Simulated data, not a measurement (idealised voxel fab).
You're looking at the process module voxel ribs on slabs.
The cross-section on display is named cut; it measures 250 nm wide, and its cells are 5 nm squares.
Notation: cross-section as square-cell grid; stated in bands, top first, going down; one or more cell rows per band.
Top height, bottom height, nm. Materials left to right, width each, nm. Single material + "everywhere" = fills band edge to edge. "empty" = empty.
Heads up on the height convention: 0 is the point under which the incoming wafer is all one material, and the lowest band has no bottom, it just keeps going down, like "z 0 and below".
It should be noted that a width expressed as "30->40" varies in equal increments from row to row of cells within the band, taking the value of the first number at the top row and that of the second number at the bottom row.
When a step is marked "no modifications", none of the cells in the cross-section changed during that step.
This entry, "Voids, fully enclosed", enumerates those empty regions of no fewer than 8 cells that possess no open connection to the top. Each region is reported in the form width x height at distance, the distance being taken from the left edge, with all three quantities expressed in nm.
Whatever follows a step's settings on its line is a remark the simulator itself makes about that step.
overlay nm: right-of-plan distance of the mask on a masked step; negative values mean left-of-plan.
### Planned step list for the process
1 RECEIVE with material Si
2 DIRECTIONAL_DEP with material SiO2, thk nm 30
3 DIRECTIONAL_DEP with material SiN, thk nm 15
4 PATTERN with tone cover, mask id RIB, material resist, width nm 25, thk nm 15, overlay nm 0
5 DIRECTIONAL_ETCH with etch materials SiN, depth nm 5
6 STRIP with etch materials resist
7 MASKED_ETCH with tone cover, mask id SLAB, width nm 55, etch materials SiN, depth nm 10, overlay nm 0
8 FILL_DEP with material SiO2, thk nm 20
9 CMP with height nm 60
10 DIRECTIONAL_DEP with material W, thk nm 5
11 MASKED_ETCH with tone cover, mask id HEATER, width nm 35, etch materials W, depth nm 5, overlay nm 0
12 CONFORMAL_DEP with material SiN, thk nm 10
### Of two wafers, the first: run according to plan
### Incoming wafer, cross-sectional view, post step 1
    z 0 and below  Si everywhere
    Voids, fully enclosed: none
### Wafer section view after processing step 2
    z 30 to 0  SiO2 everywhere
    For the remainder of the cross-section, below 0, there is no change.
### Wafer section view after processing step 3
    z 45 to 30  SiN everywhere
    For the remainder of the cross-section, below 30, there is no change.
### Wafer section view after processing step 4
    z 60 to 45  empty=110 / resist=25 / empty=115
    For the remainder of the cross-section, below 45, there is no change.
### Wafer section view after processing step 5
    z 60 to 45  empty=110 / resist=25 / empty=115
    z 45 to 40  empty=110 / SiN=25 / empty=115
    For the remainder of the cross-section, below 40, there is no change.
### Wafer section view after processing step 6
    z 45 to 40  empty=110 / SiN=25 / empty=115
    For the remainder of the cross-section, below 40, there is no change.
### Wafer section view after processing step 7
    z 45 to 40  empty=110 / SiN=25 / empty=115
    z 40 to 30  empty=95 / SiN=55 / empty=100
    For the remainder of the cross-section, below 30, there is no change.
### Wafer section view after processing step 8
    z 65 to 45  SiO2 everywhere
    z 45 to 40  SiO2=110 / SiN=25 / SiO2=115
    z 40 to 30  SiO2=95 / SiN=55 / SiO2=100
    For the remainder of the cross-section, below 30, there is no change.
### Wafer section view after processing step 9
    z 60 to 45  SiO2 everywhere
    For the remainder of the cross-section, below 45, there is no change.
### Wafer section view after processing step 10
    z 65 to 60  W everywhere
    For the remainder of the cross-section, below 60, there is no change.
### Wafer section view after processing step 11
    z 65 to 60  empty=105 / W=35 / empty=110
    For the remainder of the cross-section, below 60, there is no change.
### Wafer section view after processing step 12
    z 75 to 70  empty=95 / SiN=55 / empty=100
    z 70 to 65  SiN everywhere
    z 65 to 60  SiN=105 / W=35 / SiN=110
    For the remainder of the cross-section, below 60, there is no change.
### Companion wafer, the second of two: same beginning, same intended sequence, one mistake in carrying it out; through step 2 inclusive it tracks the first exactly
### Cross-section of the second wafer when, according to plan, step 3 should have finished
    z 60 to 30  SiN everywhere
    For the remainder of the cross-section, below 30, there is no change.
### Cross-section of the second wafer when, according to plan, step 4 should have finished
    z 75 to 60  empty=110 / resist=25 / empty=115
    For the remainder of the cross-section, below 60, there is no change.
### Cross-section of the second wafer when, according to plan, step 5 should have finished
    z 75 to 60  empty=110 / resist=25 / empty=115
    z 60 to 55  empty=110 / SiN=25 / empty=115
    For the remainder of the cross-section, below 55, there is no change.
### Cross-section of the second wafer when, according to plan, step 6 should have finished
    z 60 to 55  empty=110 / SiN=25 / empty=115
    For the remainder of the cross-section, below 55, there is no change.
### Cross-section of the second wafer when, according to plan, step 7 should have finished
    z 60 to 55  empty=110 / SiN=25 / empty=115
    z 55 to 45  empty=95 / SiN=55 / empty=100
    For the remainder of the cross-section, below 45, there is no change.
### Cross-section of the second wafer when, according to plan, step 8 should have finished
    z 80 to 60  SiO2 everywhere
    z 60 to 55  SiO2=110 / SiN=25 / SiO2=115
    z 55 to 45  SiO2=95 / SiN=55 / SiO2=100
    For the remainder of the cross-section, below 45, there is no change.
### Cross-section of the second wafer when, according to plan, step 9 should have finished
    z 60 to 55  SiO2=110 / SiN=25 / SiO2=115
    For the remainder of the cross-section, below 55, there is no change.
### Cross-section of the second wafer when, according to plan, step 10 should have finished
    z 65 to 60  W everywhere
    For the remainder of the cross-section, below 60, there is no change.
### Cross-section of the second wafer when, according to plan, step 11 should have finished
    z 65 to 60  empty=105 / W=35 / empty=110
    For the remainder of the cross-section, below 60, there is no change.
### Cross-section of the second wafer when, according to plan, step 12 should have finished
    z 75 to 70  empty=95 / SiN=55 / empty=100
    z 70 to 65  SiN everywhere
    z 65 to 60  SiN=105 / W=35 / SiN=110
    For the remainder of the cross-section, below 60, there is no change.
Deviation noted in wafer processing: the plan's step 3 ran twice
Counted in cells at the end, the second wafer holds more or fewer of these materials than the first: 150 more of SiN, 150 fewer of SiO2
